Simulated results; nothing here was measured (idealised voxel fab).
Process module in this document: voxel wiring stack
Cross-section cut spans 180 nm and uses square cells 5 nm in size.
When this document writes out a cross-section, it uses a grid of square cells and lists it as bands, beginning at the top and moving down, with a band standing for one or more rows of cells.
Per band: top height and bottom height in nm, followed by the left-to-right materials and their widths in nm; "edge to edge" marks a single material spanning edge to edge, "blank" marks empty space.
Measure heights from 0. That's the level where, below it, the as-received wafer is all one material. The lowest band is bottomless and extends downward; write it as in "0 -> down".
With a width like "30->40", each row of cells in the band differs from the next by the same amount, the top row carrying the first number and the bottom row the second.
Key: "nothing changed" - step with no changed cell in the cross-section.
If an empty space has no open way to the top and is at least 8 cells in size, "Fully sealed cavities" lists it, written width x height at distance, where distance is measured from the left edge and every value is in nm.
That trailing text on a step's line, after the settings, is the simulator's own remark on the step.
The "overlay nm" setting may appear on a step's line; for a step that uses a mask, it gives how far to the right of its planned position the mask lay, and a negative value indicates the left.
In what follows, pairs of cross-sections are presented, each taken before and after one process step, with the after cross-section shown only down to the lowest band that was altered; the step, together with its settings, is stated below the pair. The pairs may stem from different runs of this module on the same starting wafer; accordingly, a pair should be taken as continuing from the one above it solely where its entry headed "State on entry" indicates as much.

-- State on entry
    130 -> 120: aC (45)  blank (15)  aC (45)  blank (15)  aC (60)
    120 -> 90: SiO2 (45)  blank (15)  SiO2 (45)  blank (15)  SiO2 (60)
    90 -> 85: SiCN edge to edge
    85 -> 60: SiO2 (40)  SiCN (5)  Ru (30)  SiCN (5)  SiO2 (20)  SiCN (5)  Ru (30)  SiCN (5)  SiO2 (40)
    60 -> 55: SiCN (45)  TiN (30)  SiCN (30)  TiN (30)  SiCN (45)
    55 -> 45: SiO2 (45)  TiN (5)  Cu (5)  TiN (5)  SiO2 (120)
    45 -> 40: SiCN (45)  TiN (15)  SiCN (120)
    40 -> 15: SiO2 (40)  TiN (5)  W (20)  TiN (5)  SiO2 (30)  TiN (5)  W (20)  TiN (5)  SiO2 (50)
    15 -> 10: SiN (40)  TiN (30)  SiN (30)  TiN (30)  SiN (50)
    10 -> 0: SiO2 edge to edge
    0 -> down: Si edge to edge
    Fully sealed cavities: none

-- As Processed
    120 -> 90: SiO2 (45)  blank (15)  SiO2 (45)  blank (15)  SiO2 (60)
    Anything lower than 90 is untouched.
    Fully sealed cavities: none
The process step bridging the two cross-sections above: STRIP,etch materials aC

State on entry: = after-state of the pair above.

-- As Processed
    135 -> 120: resist (45)  blank (30)  resist (30)  blank (30)  resist (45)
    Anything lower than 120 is untouched.
    Fully sealed cavities: none
The process step bridging the two cross-sections above: PATTERN,tone open,mask id METAL_3,material resist,width nm 30,pitch nm 60,thk nm 15,overlay nm 0

State on entry: = after-state of the pair above.

-- As Processed
    135 -> 120: resist (45)  blank (30)  resist (30)  blank (30)  resist (45)
    120 -> 100: SiO2 (45)  blank (30)  SiO2 (30)  blank (30)  SiO2 (45)
    Anything lower than 100 is untouched.
    Fully sealed cavities: none
The process step bridging the two cross-sections above: DIRECTIONAL_ETCH,etch materials SiO2,depth nm 20

State on entry: = after-state of the pair above.

-- As Processed
    135 -> 120: resist (45)  blank (30)  resist (30)  blank (30)  resist (45)
    120 -> 100: SiO2 (45)  blank (30)  SiO2 (30)  blank (30)  SiO2 (45)
    100 -> 90: SiO2 (45)  blank (15)  SiO2 (45)  blank (15)  SiO2 (60)
    90 -> 85: SiCN (45)  blank (15)  SiCN (45)  blank (15)  SiCN (60)
    Anything lower than 85 is untouched.
    Fully sealed cavities: none
The process step bridging the two cross-sections above: DIRECTIONAL_ETCH,etch materials SiCN,depth nm 5

State on entry: = after-state of the pair above.

-- As Processed
    120 -> 100: SiO2 (45)  blank (30)  SiO2 (30)  blank (30)  SiO2 (45)
    Anything lower than 100 is untouched.
    Fully sealed cavities: none
The process step bridging the two cross-sections above: STRIP,etch materials resist

State on entry: = after-state of the pair above.

-- As Processed
    125 -> 120: TiN (50)  blank (20)  TiN (40)  blank (20)  TiN (50)
    120 -> 105: SiO2 (45)  TiN (5)  blank (20)  TiN (5)  SiO2 (30)  TiN (5)  blank (20)  TiN (5)  SiO2 (45)
    105 -> 100: SiO2 (45)  TiN (5)  blank (5)  TiN (20)  SiO2 (30)  TiN (5)  blank (5)  TiN (20)  SiO2 (45)
    100 -> 90: SiO2 (45)  TiN (5)  blank (5)  TiN (5)  SiO2 (45)  TiN (5)  blank (5)  TiN (5)  SiO2 (60)
    90 -> 85: SiCN (45)  TiN (15)  SiCN (45)  TiN (15)  SiCN (60)
    Anything lower than 85 is untouched.
    Fully sealed cavities: none
The process step bridging the two cross-sections above: CONFORMAL_DEP,material TiN,thk nm 5

State on entry: = after-state of the pair above.

-- As Processed
    135 -> 125: Cu edge to edge
    125 -> 120: TiN (50)  Cu (20)  TiN (40)  Cu (20)  TiN (50)
    120 -> 105: SiO2 (45)  TiN (5)  Cu (20)  TiN (5)  SiO2 (30)  TiN (5)  Cu (20)  TiN (5)  SiO2 (45)
    105 -> 100: SiO2 (45)  TiN (5)  Cu (5)  TiN (20)  SiO2 (30)  TiN (5)  Cu (5)  TiN (20)  SiO2 (45)
    100 -> 90: SiO2 (45)  TiN (5)  Cu (5)  TiN (5)  SiO2 (45)  TiN (5)  Cu (5)  TiN (5)  SiO2 (60)
    Anything lower than 90 is untouched.
    Fully sealed cavities: none
The process step bridging the two cross-sections above: FILL_DEP,material Cu,thk nm 10

State on entry: = after-state of the pair above.

-- As Processed
    120 -> 105: SiO2 (45)  TiN (5)  Cu (20)  TiN (5)  SiO2 (30)  TiN (5)  Cu (20)  TiN (5)  SiO2 (45)
    Anything lower than 105 is untouched.
    Fully sealed cavities: none
The process step bridging the two cross-sections above: CMP,height nm 120

State on entry: = after-state of the pair above.

-- As Processed
    125 -> 120: SiN edge to edge
    Anything lower than 120 is untouched.
    Fully sealed cavities: none
The process step bridging the two cross-sections above: CONFORMAL_DEP,material SiN,thk nm 5

-- State on entry
    85 -> 60: blank (45)  Ru (30)  blank (30)  Ru (30)  blank (45)
    60 -> 55: blank (45)  TiN (30)  blank (30)  TiN (30)  blank (45)
    55 -> 45: SiO2 (45)  TiN (5)  Cu (5)  TiN (5)  SiO2 (120)
    45 -> 40: SiCN (45)  TiN (15)  SiCN (120)
    40 -> 15: SiO2 (45)  TiN (5)  W (20)  TiN (5)  SiO2 (30)  TiN (5)  W (20)  TiN (5)  SiO2 (45)
    15 -> 10: SiN (45)  TiN (30)  SiN (30)  TiN (30)  SiN (45)
    10 -> 0: SiO2 edge to edge
    0 -> down: Si edge to edge
    Fully sealed cavities: none

-- As Processed
    90 -> 85: blank (40)  TiN (40)  blank (20)  TiN (40)  blank (40)
    85 -> 60: blank (40)  TiN (5)  Ru (30)  TiN (5)  blank (20)  TiN (5)  Ru (30)  TiN (5)  blank (40)
    60 -> 55: TiN edge to edge
    Anything lower than 55 is untouched.
    Fully sealed cavities: none
The process step bridging the two cross-sections above: CONFORMAL_DEP,material TiN,thk nm 5

State on entry: = after-state of the pair above.

-- As Processed
    100 -> 90: SiO2 edge to edge
    90 -> 85: SiO2 (40)  TiN (40)  SiO2 (20)  TiN (40)  SiO2 (40)
    85 -> 60: SiO2 (40)  TiN (5)  Ru (30)  TiN (5)  SiO2 (20)  TiN (5)  Ru (30)  TiN (5)  SiO2 (40)
    Anything lower than 60 is untouched.
    Fully sealed cavities: none
The process step bridging the two cross-sections above: FILL_DEP,material SiO2,thk nm 10

State on entry: = after-state of the pair above.

-- As Processed
    85 -> 60: SiO2 (40)  TiN (5)  Ru (30)  TiN (5)  SiO2 (20)  TiN (5)  Ru (30)  TiN (5)  SiO2 (40)
    Anything lower than 60 is untouched.
    Fully sealed cavities: none
The process step bridging the two cross-sections above: CMP,height nm 85

State on entry: = after-state of the pair above.

-- As Processed
    90 -> 85: SiCN edge to edge
    Anything lower than 85 is untouched.
    Fully sealed cavities: none
The process step bridging the two cross-sections above: CONFORMAL_DEP,material SiCN,thk nm 5

State on entry: = after-state of the pair above.

-- As Processed
    120 -> 90: SiO2 edge to edge
    Anything lower than 90 is untouched.
    Fully sealed cavities: none
The process step bridging the two cross-sections above: DIRECTIONAL_DEP,material SiO2,thk nm 30

State on entry: = after-state of the pair above.

-- As Processed
    130 -> 120: aC edge to edge
    Anything lower than 120 is untouched.
    Fully sealed cavities: none
The process step bridging the two cross-sections above: DIRECTIONAL_DEP,material aC,thk nm 10

State on entry: = after-state of the pair above.

-- As Processed
    160 -> 130: resist (45)  blank (15)  resist (45)  blank (15)  resist (60)
    Anything lower than 130 is untouched.
    Fully sealed cavities: none
The process step bridging the two cross-sections above: PATTERN,tone open,mask id METAL_3_HOLES,material resist,width nm 15,pitch nm 60,thk nm 30,overlay nm 0

State on entry: = after-state of the pair above.

-- As Processed
    150 -> 130: resist (45)  blank (15)  resist (45)  blank (15)  resist (60)
    130 -> 120: aC (45)  blank (15)  aC (45)  blank (15)  aC (60)
    Anything lower than 120 is untouched.
    Fully sealed cavities: none
The process step bridging the two cross-sections above: DIRECTIONAL_ETCH,etch materials aC,depth nm 10

State on entry: = after-state of the pair above.

-- As Processed
    130 -> 120: aC (45)  blank (15)  aC (45)  blank (15)  aC (60)
    Anything lower than 120 is untouched.
    Fully sealed cavities: none
The process step bridging the two cross-sections above: STRIP,etch materials resist

State on entry: = after-state of the pair above.

-- As Processed
    130 -> 120: aC (45)  blank (15)  aC (45)  blank (15)  aC (60)
    120 -> 90: SiO2 (45)  blank (15)  SiO2 (45)  blank (15)  SiO2 (60)
    Anything lower than 90 is untouched.
    Fully sealed cavities: none
The process step bridging the two cross-sections above: DIRECTIONAL_ETCH,etch materials SiO2,depth nm 30

State on entry: = after-state of the pair above.

-- As Processed
    120 -> 90: SiO2 (45)  blank (15)  SiO2 (45)  blank (15)  SiO2 (60)
    Anything lower than 90 is untouched.
    Fully sealed cavities: none
The process step bridging the two cross-sections above: STRIP,etch materials aC

State on entry: = after-state of the pair above.

-- As Processed
    135 -> 120: resist (45)  blank (30)  resist (30)  blank (30)  resist (45)
    Anything lower than 120 is untouched.
    Fully sealed cavities: none
The process step bridging the two cross-sections above: PATTERN,tone open,mask id METAL_3,material resist,width nm 30,pitch nm 60,thk nm 15,overlay nm 0

State on entry: = after-state of the pair above.

-- As Processed
    135 -> 120: resist (45)  blank (30)  resist (30)  blank (30)  resist (45)
    120 -> 100: SiO2 (45)  blank (30)  SiO2 (30)  blank (30)  SiO2 (45)
    Anything lower than 100 is untouched.
    Fully sealed cavities: none
The process step bridging the two cross-sections above: DIRECTIONAL_ETCH,etch materials SiO2,depth nm 20

State on entry: = after-state of the pair above.

-- As Processed
    135 -> 120: resist (45)  blank (30)  resist (30)  blank (30)  resist (45)
    120 -> 100: SiO2 (45)  blank (30)  SiO2 (30)  blank (30)  SiO2 (45)
    100 -> 90: SiO2 (45)  blank (15)  SiO2 (45)  blank (15)  SiO2 (60)
    90 -> 85: SiCN (45)  blank (15)  SiCN (45)  blank (15)  SiCN (60)
    Anything lower than 85 is untouched.
    Fully sealed cavities: none
The process step bridging the two cross-sections above: DIRECTIONAL_ETCH,etch materials SiCN,depth nm 5

State on entry: = after-state of the pair above.

-- As Processed
    120 -> 100: SiO2 (45)  blank (30)  SiO2 (30)  blank (30)  SiO2 (45)
    Anything lower than 100 is untouched.
    Fully sealed cavities: none
The process step bridging the two cross-sections above: STRIP,etch materials resist

State on entry: = after-state of the pair above.

-- As Processed
    125 -> 120: TiN (50)  blank (20)  TiN (40)  blank (20)  TiN (50)
    120 -> 105: SiO2 (45)  TiN (5)  blank (20)  TiN (5)  SiO2 (30)  TiN (5)  blank (20)  TiN (5)  SiO2 (45)
    105 -> 100: SiO2 (45)  TiN (5)  blank (5)  TiN (20)  SiO2 (30)  TiN (5)  blank (5)  TiN (20)  SiO2 (45)
    100 -> 90: SiO2 (45)  TiN (5)  blank (5)  TiN (5)  SiO2 (45)  TiN (5)  blank (5)  TiN (5)  SiO2 (60)
    90 -> 85: SiCN (45)  TiN (15)  SiCN (45)  TiN (15)  SiCN (60)
    Anything lower than 85 is untouched.
    Fully sealed cavities: none
The process step bridging the two cross-sections above: CONFORMAL_DEP,material TiN,thk nm 5

State on entry: = after-state of the pair above.

-- As Processed
    135 -> 125: Cu edge to edge
    125 -> 120: TiN (50)  Cu (20)  TiN (40)  Cu (20)  TiN (50)
    120 -> 105: SiO2 (45)  TiN (5)  Cu (20)  TiN (5)  SiO2 (30)  TiN (5)  Cu (20)  TiN (5)  SiO2 (45)
    105 -> 100: SiO2 (45)  TiN (5)  Cu (5)  TiN (20)  SiO2 (30)  TiN (5)  Cu (5)  TiN (20)  SiO2 (45)
    100 -> 90: SiO2 (45)  TiN (5)  Cu (5)  TiN (5)  SiO2 (45)  TiN (5)  Cu (5)  TiN (5)  SiO2 (60)
    Anything lower than 90 is untouched.
    Fully sealed cavities: none
The process step bridging the two cross-sections above: FILL_DEP,material Cu,thk nm 10

State on entry: = after-state of the pair above.

-- As Processed
    120 -> 105: SiO2 (45)  TiN (5)  Cu (20)  TiN (5)  SiO2 (30)  TiN (5)  Cu (20)  TiN (5)  SiO2 (45)
    Anything lower than 105 is untouched.
    Fully sealed cavities: none
The process step bridging the two cross-sections above: CMP,height nm 120

State on entry: = after-state of the pair above.

-- As Processed
    125 -> 120: SiN edge to edge
    Anything lower than 120 is untouched.
    Fully sealed cavities: none
The process step bridging the two cross-sections above: CONFORMAL_DEP,material SiN,thk nm 5

-- State on entry
    40 -> 15: SiO2 edge to edge
    15 -> 10: SiN edge to edge
    10 -> 0: SiO2 edge to edge
    0 -> down: Si edge to edge
    Fully sealed cavities: none

-- As Processed
    60 -> 40: blank (45)  resist (30)  blank (30)  resist (30)  blank (45)
    Anything lower than 40 is untouched.
    Fully sealed cavities: none
The process step bridging the two cross-sections above: PATTERN,tone cover,mask id METAL_1,material resist,width nm 30,pitch nm 60,thk nm 20,overlay nm 0

State on entry: = after-state of the pair above.

-- As Processed
    60 -> 40: blank (45)  resist (30)  blank (30)  resist (30)  blank (45)
    40 -> 15: blank (45)  SiO2 (30)  blank (30)  SiO2 (30)  blank (45)
    Anything lower than 15 is untouched.
    Fully sealed cavities: none
The process step bridging the two cross-sections above: DIRECTIONAL_ETCH,etch materials SiO2,depth nm 25

State on entry: = after-state of the pair above.

-- As Processed
    60 -> 40: blank (45)  resist (30)  blank (30)  resist (30)  blank (45)
    40 -> 15: blank (45)  SiO2 (30)  blank (30)  SiO2 (30)  blank (45)
    15 -> 10: blank (45)  SiN (30)  blank (30)  SiN (30)  blank (45)
    Anything lower than 10 is untouched.
    Fully sealed cavities: none
The process step bridging the two cross-sections above: DIRECTIONAL_ETCH,etch materials SiN,depth nm 5

State on entry: = after-state of the pair above.

-- As Processed
    40 -> 15: blank (45)  SiO2 (30)  blank (30)  SiO2 (30)  blank (45)
    Anything lower than 15 is untouched.
    Fully sealed cavities: none
The process step bridging the two cross-sections above: STRIP,etch materials resist

State on entry: = after-state of the pair above.

-- As Processed
    45 -> 40: blank (40)  TiN (40)  blank (20)  TiN (40)  blank (40)
    40 -> 15: blank (40)  TiN (5)  SiO2 (30)  TiN (5)  blank (20)  TiN (5)  SiO2 (30)  TiN (5)  blank (40)
    15 -> 10: TiN (45)  SiN (30)  TiN (30)  SiN (30)  TiN (45)
    Anything lower than 10 is untouched.
    Fully sealed cavities: none
The process step bridging the two cross-sections above: CONFORMAL_DEP,material TiN,thk nm 5

State on entry: = after-state of the pair above.

-- As Processed
    50 -> 45: W edge to edge
    45 -> 40: W (40)  TiN (40)  W (20)  TiN (40)  W (40)
    40 -> 15: W (40)  TiN (5)  SiO2 (30)  TiN (5)  W (20)  TiN (5)  SiO2 (30)  TiN (5)  W (40)
    Anything lower than 15 is untouched.
    Fully sealed cavities: none
The process step bridging the two cross-sections above: FILL_DEP,material W,thk nm 5

State on entry: = after-state of the pair above.

-- As Processed
    40 -> 15: W (40)  TiN (5)  SiO2 (30)  TiN (5)  W (20)  TiN (5)  SiO2 (30)  TiN (5)  W (40)
    Anything lower than 15 is untouched.
    Fully sealed cavities: none
The process step bridging the two cross-sections above: CMP,height nm 40

State on entry: = after-state of the pair above.

-- As Processed
    45 -> 40: SiCN edge to edge
    Anything lower than 40 is untouched.
    Fully sealed cavities: none
The process step bridging the two cross-sections above: CONFORMAL_DEP,material SiCN,thk nm 5

State on entry: = after-state of the pair above.

-- As Processed
    55 -> 45: SiO2 edge to edge
    Anything lower than 45 is untouched.
    Fully sealed cavities: none
The process step bridging the two cross-sections above: DIRECTIONAL_DEP,material SiO2,thk nm 10

State on entry: = after-state of the pair above.

-- As Processed
    55 -> 45: SiO2 (45)  blank (15)  SiO2 (120)
    Anything lower than 45 is untouched.
    Fully sealed cavities: none
The process step bridging the two cross-sections above: MASKED_ETCH,tone open,mask id PLUG_1,width nm 15,etch materials SiO2,depth nm 10,overlay nm 0

State on entry: = after-state of the pair above.

-- As Processed
    55 -> 45: SiO2 (45)  blank (15)  SiO2 (120)
    45 -> 40: SiCN (45)  blank (15)  SiCN (120)
    Anything lower than 40 is untouched.
    Fully sealed cavities: none
The process step bridging the two cross-sections above: MASKED_ETCH,tone open,mask id PLUG_1,width nm 15,etch materials SiCN,depth nm 5,overlay nm 0

State on entry: = after-state of the pair above.

-- As Processed
    60 -> 55: TiN (50)  blank (5)  TiN (125)
    55 -> 45: SiO2 (45)  TiN (5)  blank (5)  TiN (5)  SiO2 (120)
    45 -> 40: SiCN (45)  TiN (15)  SiCN (120)
    Anything lower than 40 is untouched.
    Fully sealed cavities: none
The process step bridging the two cross-sections above: CONFORMAL_DEP,material TiN,thk nm 5

State on entry: = after-state of the pair above.

-- As Processed
    65 -> 60: Cu edge to edge
    60 -> 55: TiN (50)  Cu (5)  TiN (125)
    55 -> 45: SiO2 (45)  TiN (5)  Cu (5)  TiN (5)  SiO2 (120)
    Anything lower than 45 is untouched.
    Fully sealed cavities: none
The process step bridging the two cross-sections above: FILL_DEP,material Cu,thk nm 5

State on entry: = after-state of the pair above.

-- As Processed
    55 -> 45: SiO2 (45)  TiN (5)  Cu (5)  TiN (5)  SiO2 (120)
    Anything lower than 45 is untouched.
    Fully sealed cavities: none
The process step bridging the two cross-sections above: CMP,height nm 55

State on entry: = after-state of the pair above.

-- As Processed
    60 -> 55: TiN edge to edge
    Anything lower than 55 is untouched.
    Fully sealed cavities: none
The process step bridging the two cross-sections above: DIRECTIONAL_DEP,material TiN,thk nm 5

State on entry: = after-state of the pair above.

-- As Processed
    85 -> 60: Ru edge to edge
    Anything lower than 60 is untouched.
    Fully sealed cavities: none
The process step bridging the two cross-sections above: DIRECTIONAL_DEP,material Ru,thk nm 25

State on entry: = after-state of the pair above.

-- As Processed
    100 -> 85: blank (45)  resist (30)  blank (30)  resist (30)  blank (45)
    Anything lower than 85 is untouched.
    Fully sealed cavities: none
The process step bridging the two cross-sections above: PATTERN,tone cover,mask id METAL_2,material resist,width nm 30,pitch nm 60,thk nm 15,overlay nm 0

State on entry: = after-state of the pair above.

-- As Processed
    100 -> 85: blank (45)  resist (30)  blank (30)  resist (30)  blank (45)
    85 -> 60: blank (45)  Ru (30)  blank (30)  Ru (30)  blank (45)
    Anything lower than 60 is untouched.
    Fully sealed cavities: none
The process step bridging the two cross-sections above: DIRECTIONAL_ETCH,etch materials Ru,depth nm 25

State on entry: = after-state of the pair above.

-- As Processed
    100 -> 85: blank (45)  resist (30)  blank (30)  resist (30)  blank (45)
    85 -> 60: blank (45)  Ru (30)  blank (30)  Ru (30)  blank (45)
    60 -> 55: blank (45)  TiN (30)  blank (30)  TiN (30)  blank (45)
    Anything lower than 55 is untouched.
    Fully sealed cavities: none
The process step bridging the two cross-sections above: DIRECTIONAL_ETCH,etch materials TiN,depth nm 5

State on entry: = after-state of the pair above.

-- As Processed
    85 -> 60: blank (45)  Ru (30)  blank (30)  Ru (30)  blank (45)
    Anything lower than 60 is untouched.
    Fully sealed cavities: none
The process step bridging the two cross-sections above: STRIP,etch materials resist

State on entry: = after-state of the pair above.

-- As Processed
    90 -> 85: blank (40)  SiCN (40)  blank (20)  SiCN (40)  blank (40)
    85 -> 60: blank (40)  SiCN (5)  Ru (30)  SiCN (5)  blank (20)  SiCN (5)  Ru (30)  SiCN (5)  blank (40)
    60 -> 55: SiCN (45)  TiN (30)  SiCN (30)  TiN (30)  SiCN (45)
    Anything lower than 55 is untouched.
    Fully sealed cavities: none
The process step bridging the two cross-sections above: CONFORMAL_DEP,material SiCN,thk nm 5

State on entry: = after-state of the pair above.

-- As Processed
    100 -> 90: SiO2 edge to edge
    90 -> 85: SiO2 (40)  SiCN (40)  SiO2 (20)  SiCN (40)  SiO2 (40)
    85 -> 60: SiO2 (40)  SiCN (5)  Ru (30)  SiCN (5)  SiO2 (20)  SiCN (5)  Ru (30)  SiCN (5)  SiO2 (40)
    Anything lower than 60 is untouched.
    Fully sealed cavities: none
The process step bridging the two cross-sections above: FILL_DEP,material SiO2,thk nm 10

State on entry: = after-state of the pair above.

-- As Processed
    85 -> 60: SiO2 (40)  SiCN (5)  Ru (30)  SiCN (5)  SiO2 (20)  SiCN (5)  Ru (30)  SiCN (5)  SiO2 (40)
    Anything lower than 60 is untouched.
    Fully sealed cavities: none
The process step bridging the two cross-sections above: CMP,height nm 85

State on entry: = after-state of the pair above.

-- As Processed
    90 -> 85: SiCN edge to edge
    Anything lower than 85 is untouched.
    Fully sealed cavities: none
The process step bridging the two cross-sections above: CONFORMAL_DEP,material SiCN,thk nm 5

State on entry: = after-state of the pair above.

-- As Processed
    120 -> 90: SiO2 edge to edge
    Anything lower than 90 is untouched.
    Fully sealed cavities: none
The process step bridging the two cross-sections above: DIRECTIONAL_DEP,material SiO2,thk nm 30

State on entry: = after-state of the pair above.

-- As Processed
    130 -> 120: aC edge to edge
    Anything lower than 120 is untouched.
    Fully sealed cavities: none
The process step bridging the two cross-sections above: DIRECTIONAL_DEP,material aC,thk nm 10

State on entry: = after-state of the pair above.

-- As Processed
    160 -> 130: resist (45)  blank (15)  resist (45)  blank (15)  resist (60)
    Anything lower than 130 is untouched.
    Fully sealed cavities: none
The process step bridging the two cross-sections above: PATTERN,tone open,mask id METAL_3_HOLES,material resist,width nm 15,pitch nm 60,thk nm 30,overlay nm 0

State on entry: = after-state of the pair above.

-- As Processed
    150 -> 130: resist (45)  blank (15)  resist (45)  blank (15)  resist (60)
    130 -> 120: aC (45)  blank (15)  aC (45)  blank (15)  aC (60)
    Anything lower than 120 is untouched.
    Fully sealed cavities: none
The process step bridging the two cross-sections above: DIRECTIONAL_ETCH,etch materials aC,depth nm 10

State on entry: = after-state of the pair above.

-- As Processed
    130 -> 120: aC (45)  blank (15)  aC (45)  blank (15)  aC (60)
    Anything lower than 120 is untouched.
    Fully sealed cavities: none
The process step bridging the two cross-sections above: STRIP,etch materials resist

State on entry: = after-state of the pair above.

-- As Processed
    130 -> 120: aC (45)  blank (15)  aC (45)  blank (15)  aC (60)
    120 -> 90: SiO2 (45)  blank (15)  SiO2 (45)  blank (15)  SiO2 (60)
    Anything lower than 90 is untouched.
    Fully sealed cavities: none
The process step bridging the two cross-sections above: DIRECTIONAL_ETCH,etch materials SiO2,depth nm 30

State on entry: = after-state of the pair above.

-- As Processed
    120 -> 90: SiO2 (45)  blank (15)  SiO2 (45)  blank (15)  SiO2 (60)
    Anything lower than 90 is untouched.
    Fully sealed cavities: none
The process step bridging the two cross-sections above: STRIP,etch materials aC

State on entry: = after-state of the pair above.

-- As Processed
    135 -> 120: resist (45)  blank (30)  resist (30)  blank (30)  resist (45)
    Anything lower than 120 is untouched.
    Fully sealed cavities: none
The process step bridging the two cross-sections above: PATTERN,tone open,mask id METAL_3,material resist,width nm 30,pitch nm 60,thk nm 15,overlay nm 0

State on entry: = after-state of the pair above.

-- As Processed
    135 -> 120: resist (45)  blank (30)  resist (30)  blank (30)  resist (45)
    120 -> 100: SiO2 (45)  blank (30)  SiO2 (30)  blank (30)  SiO2 (45)
    Anything lower than 100 is untouched.
    Fully sealed cavities: none
The process step bridging the two cross-sections above: DIRECTIONAL_ETCH,etch materials SiO2,depth nm 20

State on entry: = after-state of the pair above.

-- As Processed
    135 -> 120: resist (45)  blank (30)  resist (30)  blank (30)  resist (45)
    120 -> 100: SiO2 (45)  blank (30)  SiO2 (30)  blank (30)  SiO2 (45)
    100 -> 90: SiO2 (45)  blank (15)  SiO2 (45)  blank (15)  SiO2 (60)
    90 -> 85: SiCN (45)  blank (15)  SiCN (45)  blank (15)  SiCN (60)
    Anything lower than 85 is untouched.
    Fully sealed cavities: none
The process step bridging the two cross-sections above: DIRECTIONAL_ETCH,etch materials SiCN,depth nm 5

State on entry: = after-state of the pair above.

-- As Processed
    120 -> 100: SiO2 (45)  blank (30)  SiO2 (30)  blank (30)  SiO2 (45)
    Anything lower than 100 is untouched.
    Fully sealed cavities: none
The process step bridging the two cross-sections above: STRIP,etch materials resist

State on entry: = after-state of the pair above.

-- As Processed
    125 -> 120: TiN (50)  blank (20)  TiN (40)  blank (20)  TiN (50)
    120 -> 105: SiO2 (45)  TiN (5)  blank (20)  TiN (5)  SiO2 (30)  TiN (5)  blank (20)  TiN (5)  SiO2 (45)
    105 -> 100: SiO2 (45)  TiN (5)  blank (5)  TiN (20)  SiO2 (30)  TiN (5)  blank (5)  TiN (20)  SiO2 (45)
    100 -> 90: SiO2 (45)  TiN (5)  blank (5)  TiN (5)  SiO2 (45)  TiN (5)  blank (5)  TiN (5)  SiO2 (60)
    90 -> 85: SiCN (45)  TiN (15)  SiCN (45)  TiN (15)  SiCN (60)
    Anything lower than 85 is untouched.
    Fully sealed cavities: none
The process step bridging the two cross-sections above: CONFORMAL_DEP,material TiN,thk nm 5

State on entry: = after-state of the pair above.

-- As Processed
    135 -> 125: Cu edge to edge
    125 -> 120: TiN (50)  Cu (20)  TiN (40)  Cu (20)  TiN (50)
    120 -> 105: SiO2 (45)  TiN (5)  Cu (20)  TiN (5)  SiO2 (30)  TiN (5)  Cu (20)  TiN (5)  SiO2 (45)
    105 -> 100: SiO2 (45)  TiN (5)  Cu (5)  TiN (20)  SiO2 (30)  TiN (5)  Cu (5)  TiN (20)  SiO2 (45)
    100 -> 90: SiO2 (45)  TiN (5)  Cu (5)  TiN (5)  SiO2 (45)  TiN (5)  Cu (5)  TiN (5)  SiO2 (60)
    Anything lower than 90 is untouched.
    Fully sealed cavities: none
The process step bridging the two cross-sections above: FILL_DEP,material Cu,thk nm 10

State on entry: = after-state of the pair above.

-- As Processed
    120 -> 105: SiO2 (45)  TiN (5)  Cu (20)  TiN (5)  SiO2 (30)  TiN (5)  Cu (20)  TiN (5)  SiO2 (45)
    Anything lower than 105 is untouched.
    Fully sealed cavities: none
The process step bridging the two cross-sections above: CMP,height nm 120

State on entry: = after-state of the pair above.

-- As Processed
    125 -> 120: SiN edge to edge
    Anything lower than 120 is untouched.
    Fully sealed cavities: none
The process step bridging the two cross-sections above: CONFORMAL_DEP,material SiN,thk nm 5
